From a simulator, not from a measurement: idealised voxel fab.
Process module, titled voxel trench capacitor
Section shown: cut. Width: 225 nm. Cell size: 5 nm, square.
Think of the cross-section as a grid of square cells. We describe it in bands, top to bottom, and each band covers one or more rows of those cells. It is stipulated that each band's entry specify, in nanometres, the height of the top of the band and then that of its bottom, followed by the materials of the band in left-to-right sequence, each together with its width in nanometres. A single material marked by the word "everywhere" is understood to fill the band from edge to edge; the word "blank" is understood to denote empty space. Heights are expressed relative to 0, this being the level below which the as-received wafer comprises one material exclusively. The lowest band is unbounded in the downward direction and is denoted as in "0 nm and below". The two numbers in a width such as "30->40" mark its ends across the band: the first belongs to the top row of cells, the second to the bottom row, and from each row to the next the width moves by the same amount. It should be understood that the words "no change", when stated for a given step, signify that the cross-section underwent no change in any of its cells during that step. Completely enclosed voids: empty space of 8 cells or more with no open way to the top, each as width x height at its distance from the left edge, in nm. On a step's line, text after the settings is the simulator commenting on that step. Steps that use a mask can have "overlay nm" on their line. It says how far the mask sat to the right of where it was meant to be. Negative means to the left.

**Steps planned for the process**
1 RECEIVE with material Si
2 CONFORMAL_DEP with material SiN, thk nm 5
3 PATTERN with tone open, mask id TRENCH, material resist, width nm 15, pitch nm 45, thk nm 15, overlay nm 0
4 DIRECTIONAL_ETCH with etch materials SiN, depth nm 5
5 DIRECTIONAL_ETCH with etch materials Si, depth nm 40
6 STRIP with etch materials resist
7 CONFORMAL_DEP with material Al2O3, thk nm 5
8 FILL_DEP with material polySi, thk nm 5
9 CMP with height nm 5
Variable across wafers: step 3 width nm (plan value is that of the first wafer; starting state common to all).

**First wafer of several, as received: cross-section after step 1**
- 0 nm and below: Si everywhere
- Completely enclosed voids: none

**Cross-section, first of several wafers, end of module, after last step 9**
- 5 nm to 0 nm: SiN (35)  Al2O3 (5)  polySi (5)  Al2O3 (5)  SiN (30)  Al2O3 (5)  polySi (5)  Al2O3 (5)  SiN (30)  Al2O3 (5)  polySi (5)  Al2O3 (5)  SiN (30)  Al2O3 (5)  polySi (5)  Al2O3 (5)  SiN (40)
- 0 nm to -35 nm: Si (35)  Al2O3 (5)  polySi (5)  Al2O3 (5)  Si (30)  Al2O3 (5)  polySi (5)  Al2O3 (5)  Si (30)  Al2O3 (5)  polySi (5)  Al2O3 (5)  Si (30)  Al2O3 (5)  polySi (5)  Al2O3 (5)  Si (40)
- -35 nm to -40 nm: Si (35)  Al2O3 (15)  Si (30)  Al2O3 (15)  Si (30)  Al2O3 (15)  Si (30)  Al2O3 (15)  Si (40)
- -40 nm and below: Si everywhere
- Completely enclosed voids: none

**Cross-section, last wafer, module completion**
- 5 nm to 0 nm: SiN (30)  Al2O3 (5)  polySi (20)  Al2O3 (5)  SiN (15)  Al2O3 (5)  polySi (20)  Al2O3 (5)  SiN (15)  Al2O3 (5)  polySi (20)  Al2O3 (5)  SiN (15)  Al2O3 (5)  polySi (20)  Al2O3 (5)  SiN (30)
- 0 nm to -35 nm: Si (30)  Al2O3 (5)  polySi (20)  Al2O3 (5)  Si (15)  Al2O3 (5)  polySi (20)  Al2O3 (5)  Si (15)  Al2O3 (5)  polySi (20)  Al2O3 (5)  Si (15)  Al2O3 (5)  polySi (20)  Al2O3 (5)  Si (30)
- -35 nm to -40 nm: Si (30)  Al2O3 (30)  Si (15)  Al2O3 (30)  Si (15)  Al2O3 (30)  Si (15)  Al2O3 (30)  Si (30)
- -40 nm and below: Si everywhere
- Completely enclosed voids: none

**Wafer rows, end of module: cells per material gained (+) or lost (-) since receipt; closed voids last**
width nm 15; +76 Al2O3; -96 Si; +33 SiN; +32 polySi; Completely enclosed voids: none
width nm 20; +80 Al2O3; -128 Si; +29 SiN; +64 polySi; Completely enclosed voids: none
width nm 25; +84 Al2O3; -160 Si; +25 SiN; +96 polySi; Completely enclosed voids: none
width nm 30; +88 Al2O3; -192 Si; +21 SiN; +128 polySi; Completely enclosed voids: none
